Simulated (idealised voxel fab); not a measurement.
process module | voxel released beams
cross-section cut | 215 nm wide | cells 5 nm
A cross-section is a grid of square cells, given in bands from the top down. A band is one or more rows of cells.
Each band's line starts with the height of the band's top and of its bottom, in nm. Then come its materials from left to right, each with its width in nm. One material with "throughout" fills the band from edge to edge. "air" is empty space.
Height 0 is the level under which the wafer as received is all one material. The lowest band goes on downwards, as in "0 down".
A width such as "30 to 40" changes by the same amount from each row of cells to the next, from the band's top row to its bottom row.
"no change" after a step means that no cell of the cross-section changed.
closed voids: empty space of 8 cells or more with no open way to the top, each as width x height at its distance from the left edge, in nm
after a step's settings: what the simulator itself notes on the step
overlay nm, on a step with a mask: how far to the right of its planned place the mask lay; to the left if negative
plan
1 op RECEIVE | material Si
2 op CONFORMAL_DEP | material SiN | thk nm 10
3 op DIRECTIONAL_DEP | material SiO2 | thk nm 10
4 op DIRECTIONAL_DEP | material aC | thk nm 10
5 op PATTERN | tone open | mask id ANCHOR | material resist | width nm 40 | thk nm 25 | overlay nm 0
6 op DIRECTIONAL_ETCH | etch materials aC | depth nm 10
7 op STRIP | etch materials resist
8 op DIRECTIONAL_ETCH | etch materials SiO2 | depth nm 10
9 op STRIP | etch materials aC
10 op CONFORMAL_DEP | material polySi | thk nm 15
11 op MASKED_ETCH | tone cover | mask id BEAM | width nm 100 | etch materials polySi | depth nm 15 | overlay nm 0
12 op STRIP | etch materials SiO2
as received, after step 1
  0 down: Si throughout
  closed voids: none
first wafer at the end, as planned
  35 to 25: air 55 | polySi 20 | air 10 | polySi 70 | air 60
  25 to 20: air 55 | polySi 100 | air 60
  20 to 10: air 60 | polySi 40 | air 115
  10 to 0: SiN throughout
  0 down: Si throughout
  closed voids: none
second wafer at the end: like start, like plan, one mistake
  35 to 25: air 55 | polySi 60 | air 100
  25 to 20: air 55 | polySi 100 | air 60
  20 to 10: air 45 | polySi 15 | SiO2 40 | polySi 55 | air 60
  10 to 0: SiN throughout
  0 down: Si throughout
  closed voids: none
what went wrong: step 5 ran as: op PATTERN | tone cover | mask id ANCHOR | material resist | width nm 40 | thk nm 25 | overlay nm 0
at the end the second wafer has, in cells: 16 more of SiO2
